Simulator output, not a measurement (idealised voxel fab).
process module | voxel gate over fins
Displayed cross-section: cut, width of 235 nm, square cells sized 5 nm.
Cross-sections here: square-cell grids, written as top-down lists of bands, a band being one or more rows of cells.
For a band, the entry starts with two heights in nm, that of the top and then that of the bottom, and carries on with the band's materials in order from left to right, each alongside its width in nm; the word "throughout" beside a single material means it fills the band edge to edge, and "empty" means empty space.
Height datum 0, below which the as-received substrate wafer is one material. Lowest band open at the bottom, running downward: "from 0 down".
The expression "30 to 40" gives the width at the extremes of the band, the first number at its top row of cells and the second at its bottom row, with the width changing by equal amounts from each row to the next in between.
A step reported as "no change" is a step in which no cell of the cross-section changed.
You'll see "Closed empty spaces" listing empty spaces that have no way open to the top, as long as they're 8 cells or more; the notation is width x height at distance, where the distance is from the left edge, and all of it is in nm.
Past the settings on a step's line: simulator remark, on that step.
"overlay nm" answers the question of how far to the right of plan the mask lay on a step that has a mask, and when it is negative the answer is to the left.

Planned step list for the process
1,op RECEIVE | material Si
2,op CONFORMAL_DEP | material SiN | thk nm 5
3,op MASKED_ETCH | tone cover | mask id FINS | width nm 15 | pitch nm 55 | etch materials SiN | depth nm 5 | overlay nm 0
4,op MASKED_ETCH | tone cover | mask id FINS | width nm 15 | pitch nm 55 | etch materials Si | depth nm 40 | overlay nm 0
5,op OXIDIZE | depth nm 5
6,op FILL_DEP | material SiO2 | thk nm 5
7,op CMP | height nm 5
8,op MASKED_ETCH | tone open | mask id RAIL | width nm 15 | etch materials SiO2 | depth nm 40 | overlay nm 0
9,op CONFORMAL_DEP | material TiN | thk nm 5
10,op FILL_DEP | material W | thk nm 5
11,op CMP | height nm 5
12,op SELECTIVE_ETCH | etch materials W Ru TiN | depth nm 25
13,op FILL_DEP | material SiO2 | thk nm 5
14,op CMP | height nm 5
15,op SELECTIVE_ETCH | etch materials SiO2 | depth nm 15
16,op STRIP | etch materials SiN
17,op CONFORMAL_DEP | material HfO2 | thk nm 5
18,op CONFORMAL_DEP | material TiN | thk nm 5
19,op CONFORMAL_DEP | material TiAl | thk nm 5
20,op CONFORMAL_DEP | material TiN | thk nm 5
21,op FILL_DEP | material W | thk nm 10
22,op CMP | height nm 25
23,op CONFORMAL_DEP | material SiN | thk nm 10

So, the first of our two wafers, run just as we planned it

Cross-section of the wafer as it came to us, i.e., already through step 1
	from 0 down: Si throughout
	Closed empty spaces: none

Upon completion of step 2, the wafer appears in cross-section as shown
	from 5 to 0: SiN throughout
	Rest of section, below 0: as before.

Upon completion of step 3, the wafer appears in cross-section as shown
	from 5 to 0: empty 55 nm | SiN 15 nm | empty 40 nm | SiN 15 nm | empty 40 nm | SiN 15 nm | empty 55 nm
	Rest of section, below 0: as before.

Upon completion of step 4, the wafer appears in cross-section as shown
	from 5 to 0: empty 55 nm | SiN 15 nm | empty 40 nm | SiN 15 nm | empty 40 nm | SiN 15 nm | empty 55 nm
	from 0 to -40: empty 55 nm | Si 15 nm | empty 40 nm | Si 15 nm | empty 40 nm | Si 15 nm | empty 55 nm
	Rest of section, below -40: as before.

Upon completion of step 5, the wafer appears in cross-section as shown
	from 5 to 0: empty 55 nm | SiN 15 nm | empty 40 nm | SiN 15 nm | empty 40 nm | SiN 15 nm | empty 55 nm
	from 0 to -40: empty 55 nm | SiO2 5 nm | Si 5 nm | SiO2 5 nm | empty 40 nm | SiO2 5 nm | Si 5 nm | SiO2 5 nm | empty 40 nm | SiO2 5 nm | Si 5 nm | SiO2 5 nm | empty 55 nm
	from -40 to -45: SiO2 60 nm | Si 5 nm | SiO2 50 nm | Si 5 nm | SiO2 50 nm | Si 5 nm | SiO2 60 nm
	Rest of section, below -45: as before.

Upon completion of step 6, the wafer appears in cross-section as shown
	from 10 to 5: SiO2 throughout
	from 5 to 0: SiO2 55 nm | SiN 15 nm | SiO2 40 nm | SiN 15 nm | SiO2 40 nm | SiN 15 nm | SiO2 55 nm
	from 0 to -45: SiO2 60 nm | Si 5 nm | SiO2 50 nm | Si 5 nm | SiO2 50 nm | Si 5 nm | SiO2 60 nm
	Rest of section, below -45: as before.

Upon completion of step 7, the wafer appears in cross-section as shown
	from 5 to 0: SiO2 55 nm | SiN 15 nm | SiO2 40 nm | SiN 15 nm | SiO2 40 nm | SiN 15 nm | SiO2 55 nm
	Rest of section, below 0: as before.

Upon completion of step 8, the wafer appears in cross-section as shown
	from 5 to 0: SiO2 55 nm | SiN 15 nm | SiO2 10 nm | empty 15 nm | SiO2 15 nm | SiN 15 nm | SiO2 40 nm | SiN 15 nm | SiO2 55 nm
	from 0 to -35: SiO2 60 nm | Si 5 nm | SiO2 15 nm | empty 15 nm | SiO2 20 nm | Si 5 nm | SiO2 50 nm | Si 5 nm | SiO2 60 nm
	Rest of section, below -35: as before.

Upon completion of step 9, the wafer appears in cross-section as shown
	from 10 to 5: TiN 85 nm | empty 5 nm | TiN 145 nm
	from 5 to 0: SiO2 55 nm | SiN 15 nm | SiO2 10 nm | TiN 5 nm | empty 5 nm | TiN 5 nm | SiO2 15 nm | SiN 15 nm | SiO2 40 nm | SiN 15 nm | SiO2 55 nm
	from 0 to -30: SiO2 60 nm | Si 5 nm | SiO2 15 nm | TiN 5 nm | empty 5 nm | TiN 5 nm | SiO2 20 nm | Si 5 nm | SiO2 50 nm | Si 5 nm | SiO2 60 nm
	from -30 to -35: SiO2 60 nm | Si 5 nm | SiO2 15 nm | TiN 15 nm | SiO2 20 nm | Si 5 nm | SiO2 50 nm | Si 5 nm | SiO2 60 nm
	Rest of section, below -35: as before.

Upon completion of step 10, the wafer appears in cross-section as shown
	from 15 to 10: W throughout
	from 10 to 5: TiN 85 nm | W 5 nm | TiN 145 nm
	from 5 to 0: SiO2 55 nm | SiN 15 nm | SiO2 10 nm | TiN 5 nm | W 5 nm | TiN 5 nm | SiO2 15 nm | SiN 15 nm | SiO2 40 nm | SiN 15 nm | SiO2 55 nm
	from 0 to -30: SiO2 60 nm | Si 5 nm | SiO2 15 nm | TiN 5 nm | W 5 nm | TiN 5 nm | SiO2 20 nm | Si 5 nm | SiO2 50 nm | Si 5 nm | SiO2 60 nm
	Rest of section, below -30: as before.

Upon completion of step 11, the wafer appears in cross-section as shown
	from 5 to 0: SiO2 55 nm | SiN 15 nm | SiO2 10 nm | TiN 5 nm | W 5 nm | TiN 5 nm | SiO2 15 nm | SiN 15 nm | SiO2 40 nm | SiN 15 nm | SiO2 55 nm
	Rest of section, below 0: as before.

Upon completion of step 12, the wafer appears in cross-section as shown
	from 5 to 0: SiO2 55 nm | SiN 15 nm | SiO2 10 nm | empty 15 nm | SiO2 15 nm | SiN 15 nm | SiO2 40 nm | SiN 15 nm | SiO2 55 nm
	from 0 to -20: SiO2 60 nm | Si 5 nm | SiO2 15 nm | empty 15 nm | SiO2 20 nm | Si 5 nm | SiO2 50 nm | Si 5 nm | SiO2 60 nm
	Rest of section, below -20: as before.

Upon completion of step 13, the wafer appears in cross-section as shown
	from 10 to 5: SiO2 throughout
	from 5 to 0: SiO2 55 nm | SiN 15 nm | SiO2 40 nm | SiN 15 nm | SiO2 40 nm | SiN 15 nm | SiO2 55 nm
	from 0 to -20: SiO2 60 nm | Si 5 nm | SiO2 50 nm | Si 5 nm | SiO2 50 nm | Si 5 nm | SiO2 60 nm
	Rest of section, below -20: as before.

Upon completion of step 14, the wafer appears in cross-section as shown
	from 5 to 0: SiO2 55 nm | SiN 15 nm | SiO2 40 nm | SiN 15 nm | SiO2 40 nm | SiN 15 nm | SiO2 55 nm
	Rest of section, below 0: as before.

Upon completion of step 15, the wafer appears in cross-section as shown
	from 5 to 0: empty 55 nm | SiN 15 nm | empty 40 nm | SiN 15 nm | empty 40 nm | SiN 15 nm | empty 55 nm
	from 0 to -10: empty 60 nm | Si 5 nm | empty 50 nm | Si 5 nm | empty 50 nm | Si 5 nm | empty 60 nm
	Rest of section, below -10: as before.

Upon completion of step 16, the wafer appears in cross-section as shown
	from 0 to -10: empty 60 nm | Si 5 nm | empty 50 nm | Si 5 nm | empty 50 nm | Si 5 nm | empty 60 nm
	Rest of section, below -10: as before.

Upon completion of step 17, the wafer appears in cross-section as shown
	from 5 to 0: empty 55 nm | HfO2 15 nm | empty 40 nm | HfO2 15 nm | empty 40 nm | HfO2 15 nm | empty 55 nm
	from 0 to -5: empty 55 nm | HfO2 5 nm | Si 5 nm | HfO2 5 nm | empty 40 nm | HfO2 5 nm | Si 5 nm | HfO2 5 nm | empty 40 nm | HfO2 5 nm | Si 5 nm | HfO2 5 nm | empty 55 nm
	from -5 to -10: HfO2 60 nm | Si 5 nm | HfO2 50 nm | Si 5 nm | HfO2 50 nm | Si 5 nm | HfO2 60 nm
	Rest of section, below -10: as before.

Upon completion of step 18, the wafer appears in cross-section as shown
	from 10 to 5: empty 50 nm | TiN 25 nm | empty 30 nm | TiN 25 nm | empty 30 nm | TiN 25 nm | empty 50 nm
	from 5 to 0: empty 50 nm | TiN 5 nm | HfO2 15 nm | TiN 5 nm | empty 30 nm | TiN 5 nm | HfO2 15 nm | TiN 5 nm | empty 30 nm | TiN 5 nm | HfO2 15 nm | TiN 5 nm | empty 50 nm
	from 0 to -5: TiN 55 nm | HfO2 5 nm | Si 5 nm | HfO2 5 nm | TiN 40 nm | HfO2 5 nm | Si 5 nm | HfO2 5 nm | TiN 40 nm | HfO2 5 nm | Si 5 nm | HfO2 5 nm | TiN 55 nm
	Rest of section, below -5: as before.

Upon completion of step 19, the wafer appears in cross-section as shown
	from 15 to 10: empty 45 nm | TiAl 35 nm | empty 20 nm | TiAl 35 nm | empty 20 nm | TiAl 35 nm | empty 45 nm
	from 10 to 5: empty 45 nm | TiAl 5 nm | TiN 25 nm | TiAl 5 nm | empty 20 nm | TiAl 5 nm | TiN 25 nm | TiAl 5 nm | empty 20 nm | TiAl 5 nm | TiN 25 nm | TiAl 5 nm | empty 45 nm
	from 5 to 0: TiAl 50 nm | TiN 5 nm | HfO2 15 nm | TiN 5 nm | TiAl 30 nm | TiN 5 nm | HfO2 15 nm | TiN 5 nm | TiAl 30 nm | TiN 5 nm | HfO2 15 nm | TiN 5 nm | TiAl 50 nm
	Rest of section, below 0: as before.

Upon completion of step 20, the wafer appears in cross-section as shown
	from 20 to 15: empty 40 nm | TiN 45 nm | empty 10 nm | TiN 45 nm | empty 10 nm | TiN 45 nm | empty 40 nm
	from 15 to 10: empty 40 nm | TiN 5 nm | TiAl 35 nm | TiN 5 nm | empty 10 nm | TiN 5 nm | TiAl 35 nm | TiN 5 nm | empty 10 nm | TiN 5 nm | TiAl 35 nm | TiN 5 nm | empty 40 nm
	from 10 to 5: TiN 45 nm | TiAl 5 nm | TiN 25 nm | TiAl 5 nm | TiN 20 nm | TiAl 5 nm | TiN 25 nm | TiAl 5 nm | TiN 20 nm | TiAl 5 nm | TiN 25 nm | TiAl 5 nm | TiN 45 nm
	Rest of section, below 5: as before.

Upon completion of step 21, the wafer appears in cross-section as shown
	from 30 to 20: W throughout
	from 20 to 15: W 40 nm | TiN 45 nm | W 10 nm | TiN 45 nm | W 10 nm | TiN 45 nm | W 40 nm
	from 15 to 10: W 40 nm | TiN 5 nm | TiAl 35 nm | TiN 5 nm | W 10 nm | TiN 5 nm | TiAl 35 nm | TiN 5 nm | W 10 nm | TiN 5 nm | TiAl 35 nm | TiN 5 nm | W 40 nm
	Rest of section, below 10: as before.

Upon completion of step 22, the wafer appears in cross-section as shown
	from 25 to 20: W throughout
	Rest of section, below 20: as before.

Upon completion of step 23, the wafer appears in cross-section as shown
	from 35 to 25: SiN throughout
	Rest of section, below 25: as before.

Now the other wafer: same start, same recipe, but we messed up one thing when running it. Up to and including step 16 it's the same as the first one

Cross-section of the second wafer when, according to plan, step 17 should have finished: no change

Cross-section of the second wafer when, according to plan, step 18 should have finished
	from 5 to 0: empty 55 nm | TiN 15 nm | empty 40 nm | TiN 15 nm | empty 40 nm | TiN 15 nm | empty 55 nm
	from 0 to -5: empty 55 nm | TiN 5 nm | Si 5 nm | TiN 5 nm | empty 40 nm | TiN 5 nm | Si 5 nm | TiN 5 nm | empty 40 nm | TiN 5 nm | Si 5 nm | TiN 5 nm | empty 55 nm
	from -5 to -10: TiN 60 nm | Si 5 nm | TiN 50 nm | Si 5 nm | TiN 50 nm | Si 5 nm | TiN 60 nm
	Rest of section, below -10: as before.

Cross-section of the second wafer when, according to plan, step 19 should have finished
	from 10 to 5: empty 50 nm | TiAl 25 nm | empty 30 nm | TiAl 25 nm | empty 30 nm | TiAl 25 nm | empty 50 nm
	from 5 to 0: empty 50 nm | TiAl 5 nm | TiN 15 nm | TiAl 5 nm | empty 30 nm | TiAl 5 nm | TiN 15 nm | TiAl 5 nm | empty 30 nm | TiAl 5 nm | TiN 15 nm | TiAl 5 nm | empty 50 nm
	from 0 to -5: TiAl 55 nm | TiN 5 nm | Si 5 nm | TiN 5 nm | TiAl 40 nm | TiN 5 nm | Si 5 nm | TiN 5 nm | TiAl 40 nm | TiN 5 nm | Si 5 nm | TiN 5 nm | TiAl 55 nm
	Rest of section, below -5: as before.

Cross-section of the second wafer when, according to plan, step 20 should have finished
	from 15 to 10: empty 45 nm | TiN 35 nm | empty 20 nm | TiN 35 nm | empty 20 nm | TiN 35 nm | empty 45 nm
	from 10 to 5: empty 45 nm | TiN 5 nm | TiAl 25 nm | TiN 5 nm | empty 20 nm | TiN 5 nm | TiAl 25 nm | TiN 5 nm | empty 20 nm | TiN 5 nm | TiAl 25 nm | TiN 5 nm | empty 45 nm
	from 5 to 0: TiN 50 nm | TiAl 5 nm | TiN 15 nm | TiAl 5 nm | TiN 30 nm | TiAl 5 nm | TiN 15 nm | TiAl 5 nm | TiN 30 nm | TiAl 5 nm | TiN 15 nm | TiAl 5 nm | TiN 50 nm
	Rest of section, below 0: as before.

Cross-section of the second wafer when, according to plan, step 21 should have finished
	from 25 to 15: W throughout
	from 15 to 10: W 45 nm | TiN 35 nm | W 20 nm | TiN 35 nm | W 20 nm | TiN 35 nm | W 45 nm
	from 10 to 5: W 45 nm | TiN 5 nm | TiAl 25 nm | TiN 5 nm | W 20 nm | TiN 5 nm | TiAl 25 nm | TiN 5 nm | W 20 nm | TiN 5 nm | TiAl 25 nm | TiN 5 nm | W 45 nm
	Rest of section, below 5: as before.

Cross-section of the second wafer when, according to plan, step 22 should have finished: no change

Cross-section of the second wafer when, according to plan, step 23 should have finished
	from 35 to 25: SiN throughout
	Rest of section, below 25: as before.
Here's what went sideways: step 17 of the plan: omitted, not performed
FYI, end of process, the second wafer has more or fewer cells of some materials than the first: HfO2: 59 fewer | W: 59 more
